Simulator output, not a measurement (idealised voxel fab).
Herein follows the process module entitled voxel transistor to metal.
Cross-section cut spans 175 nm and uses square cells 5 nm in size.
How to read a cross-section here: the picture is a grid of square cells, written as bands going from the top down, and any band can span one or more rows of cells.
Band: top and bottom heights (nm) first, top before bottom; then materials from left to right, widths in nm. "everywhere" marks a sole material filling the band edge to edge. "air" denotes empty space.
Note: height 0 marks the level under which the wafer is uniformly one material as received. Lowest band unbounded below, written "0 and below".
Width spec "30 to 40" -> top row of cells at first value, bottom row at second value, equal per-row change in between.
"left unchanged" -> step changed no cross-section cell.
Empty spaces counting at least 8 cells and having no open way to the top are listed in "Fully closed voids". The notation width x height at distance is used for each, the distance being from the left edge and all three values in nm.
Read whatever lies past the settings on a step's line as the simulator's own remark about the step.
A step line may carry the setting "overlay nm", which, for steps involving a mask, states the distance by which the mask lay to the right of its intended position; negative values denote displacement to the left.
So here's the lineup of process steps we planned:
| 1 | RECEIVE,material Si |
| 2 | OXIDIZE,depth nm 5 |
| 3 | CONFORMAL_DEP,material SiN,thk nm 15 |
| 4 | MASKED_ETCH,tone cover,mask id ACTIVE,width nm 105,etch materials SiN,depth nm 15,overlay nm 0 |
| 5 | MASKED_ETCH,tone cover,mask id ACTIVE,width nm 105,etch materials SiO2,depth nm 5,overlay nm 0 |
| 6 | MASKED_ETCH,tone cover,mask id ACTIVE,width nm 105,etch materials Si,depth nm 25,overlay nm 0 |
| 7 | OXIDIZE,depth nm 5 |
| 8 | FILL_DEP,material SiO2,thk nm 5 |
| 9 | CMP,height nm 15 |
| 10 | SELECTIVE_ETCH,etch materials SiO2,depth nm 15 |
| 11 | STRIP,etch materials SiN |
| 12 | SELECTIVE_ETCH,etch materials SiO2,depth nm 5 |
| 13 | OXIDIZE,depth nm 5 |
| 14 | DIRECTIONAL_DEP,material polySi,thk nm 20 |
| 15 | DIRECTIONAL_DEP,material SiCN,thk nm 10 |
| 16 | DIRECTIONAL_DEP,material aC,thk nm 15 |
| 17 | PATTERN,tone cover,mask id GATE,material resist,width nm 35,thk nm 35,overlay nm 0 |
| 18 | DIRECTIONAL_ETCH,etch materials aC,depth nm 15 |
| 19 | STRIP,etch materials resist |
| 20 | DIRECTIONAL_ETCH,etch materials SiCN,depth nm 20 |
| 21 | DIRECTIONAL_ETCH,etch materials polySi,depth nm 30 |
| 22 | STRIP,etch materials aC |
| 23 | CONFORMAL_DEP,material SiN,thk nm 5 |
| 24 | DIRECTIONAL_ETCH,etch materials SiN,depth nm 5 |
| 25 | DIRECTIONAL_ETCH,etch materials SiO2,depth nm 5 |
| 26 | DIRECTIONAL_ETCH,etch materials Si,depth nm 10 |
| 27 | EPI,material SiGe,thk nm 15 |
| 28 | FILL_DEP,material SiO2,thk nm 5 |
| 29 | CMP,height nm 15 |
| 30 | STRIP,etch materials polySi |
| 31 | SELECTIVE_ETCH,etch materials SiO2,depth nm 5 |
| 32 | CONFORMAL_DEP,material HfO2,thk nm 5 |
| 33 | CONFORMAL_DEP,material TiN,thk nm 5 |
| 34 | FILL_DEP,material W,thk nm 5 |
| 35 | CMP,height nm 10 |
| 36 | DIRECTIONAL_DEP,material SiO2,thk nm 15 |
| 37 | MASKED_ETCH,tone open,mask id CONTACT,width nm 15,pitch nm 80,etch materials SiO2,depth nm 30,overlay nm 0 |
| 38 | CONFORMAL_DEP,material TiN,thk nm 5 |
| 39 | FILL_DEP,material W,thk nm 5 |
| 40 | CMP,height nm 25 |
| 41 | DIRECTIONAL_DEP,material TiN,thk nm 5 |
| 42 | DIRECTIONAL_DEP,material W,thk nm 15 |
| 43 | MASKED_ETCH,tone cover,mask id METAL_1,width nm 15,pitch nm 80,etch materials W,depth nm 15,overlay nm 0 |
| 44 | MASKED_ETCH,tone cover,mask id METAL_1,width nm 15,pitch nm 80,etch materials TiN,depth nm 5,overlay nm 0 |
| 45 | CONFORMAL_DEP,material SiCN,thk nm 5 |
| 46 | FILL_DEP,material lowk,thk nm 5 |
| 47 | CMP,height nm 45 |
| 48 | CONFORMAL_DEP,material SiCN,thk nm 5 |
| 49 | DIRECTIONAL_DEP,material SiO2,thk nm 30 |
| 50 | PATTERN,tone open,mask id METAL_2,material resist,width nm 15,pitch nm 80,thk nm 15,overlay nm 0 |
| 51 | DIRECTIONAL_ETCH,etch materials SiO2,depth nm 15 |
| 52 | STRIP,etch materials resist |
| 53 | DIRECTIONAL_DEP,material aC,thk nm 10 |
| 54 | PATTERN,tone open,mask id METAL_2_HOLES,material resist,width nm 15,pitch nm 80,thk nm 30,overlay nm 0 |
| 55 | DIRECTIONAL_ETCH,etch materials aC,depth nm 10 |
| 56 | STRIP,etch materials resist |
| 57 | DIRECTIONAL_ETCH,etch materials SiO2,depth nm 15 |
| 58 | DIRECTIONAL_ETCH,etch materials SiCN,depth nm 5 |
| 59 | STRIP,etch materials aC |
| 60 | CONFORMAL_DEP,material TiN,thk nm 5 |
| 61 | FILL_DEP,material Cu,thk nm 10 |
| 62 | CMP,height nm 80 |
| 63 | CONFORMAL_DEP,material SiCN,thk nm 5 |
Incoming wafer in cross-section (state: after step 1):
	0 and below: Si everywhere
	Fully closed voids: none
First wafer of two, sectioned at end of module; run went per plan:
	85 down to 80: SiCN everywhere
	80 down to 50: 40 SiO2 / 5 TiN / 5 Cu / 5 TiN / 65 SiO2 / 5 TiN / 5 Cu / 5 TiN / 40 SiO2
	50 down to 45: 40 SiCN / 15 TiN / 65 SiCN / 15 TiN / 40 SiCN
	45 down to 30: 35 lowk / 5 SiCN / 15 W / 5 SiCN / 55 lowk / 5 SiCN / 15 W / 5 SiCN / 35 lowk
	30 down to 25: 40 SiCN / 15 TiN / 65 SiCN / 15 TiN / 40 SiCN
	25 down to 10: 40 SiO2 / 5 TiN / 5 W / 5 TiN / 65 SiO2 / 5 TiN / 5 W / 5 TiN / 40 SiO2
	10 down to 5: 40 SiO2 / 15 TiN / 10 SiO2 / 5 SiN / 5 HfO2 / 5 TiN / 15 W / 5 TiN / 5 HfO2 / 5 SiN / 10 SiO2 / 15 TiN / 40 SiO2
	5 down to 0: 40 SiO2 / 10 TiN / 15 SiGe / 5 SiN / 5 HfO2 / 5 TiN / 15 W / 5 TiN / 5 HfO2 / 5 SiN / 15 SiGe / 10 TiN / 40 SiO2
	0 down to -5: 40 SiO2 / 10 TiN / 15 SiGe / 5 SiN / 5 HfO2 / 25 TiN / 5 HfO2 / 5 SiN / 15 SiGe / 10 TiN / 40 SiO2
	-5 down to -10: 35 SiO2 / 30 SiGe / 45 HfO2 / 30 SiGe / 35 SiO2
	-10 down to -20: 40 SiO2 / 25 SiGe / 45 Si / 25 SiGe / 40 SiO2
	-20 down to -35: 40 SiO2 / 95 Si / 40 SiO2
	-35 and below: Si everywhere
	Fully closed voids: none
second wafer at the end: like start, like plan, one mistake:
	100 down to 95: SiCN everywhere
	95 down to 85: Cu everywhere
	85 down to 80: 45 TiN / 5 Cu / 75 TiN / 5 Cu / 45 TiN
	80 down to 50: 40 SiO2 / 5 TiN / 5 Cu / 5 TiN / 65 SiO2 / 5 TiN / 5 Cu / 5 TiN / 40 SiO2
	50 down to 45: 40 SiCN / 15 TiN / 65 SiCN / 15 TiN / 40 SiCN
	45 down to 30: 35 lowk / 5 SiCN / 15 W / 5 SiCN / 55 lowk / 5 SiCN / 15 W / 5 SiCN / 35 lowk
	30 down to 25: 40 SiCN / 15 TiN / 65 SiCN / 15 TiN / 40 SiCN
	25 down to 10: 40 SiO2 / 5 TiN / 5 W / 5 TiN / 65 SiO2 / 5 TiN / 5 W / 5 TiN / 40 SiO2
	10 down to 5: 40 SiO2 / 15 TiN / 10 SiO2 / 5 SiN / 5 HfO2 / 5 TiN / 15 W / 5 TiN / 5 HfO2 / 5 SiN / 10 SiO2 / 15 TiN / 40 SiO2
	5 down to 0: 40 SiO2 / 10 TiN / 15 SiGe / 5 SiN / 5 HfO2 / 5 TiN / 15 W / 5 TiN / 5 HfO2 / 5 SiN / 15 SiGe / 10 TiN / 40 SiO2
	0 down to -5: 40 SiO2 / 10 TiN / 15 SiGe / 5 SiN / 5 HfO2 / 25 TiN / 5 HfO2 / 5 SiN / 15 SiGe / 10 TiN / 40 SiO2
	-5 down to -10: 35 SiO2 / 30 SiGe / 45 HfO2 / 30 SiGe / 35 SiO2
	-10 down to -20: 40 SiO2 / 25 SiGe / 45 Si / 25 SiGe / 40 SiO2
	-20 down to -35: 40 SiO2 / 95 Si / 40 SiO2
	-35 and below: Si everywhere
	Fully closed voids: none
What was done differently from what was planned? plan step 62 never ran because it was skipped
Wrapping up, a cell-based count of both wafers puts the second over or under the first for these materials: Cu +72 | TiN +33
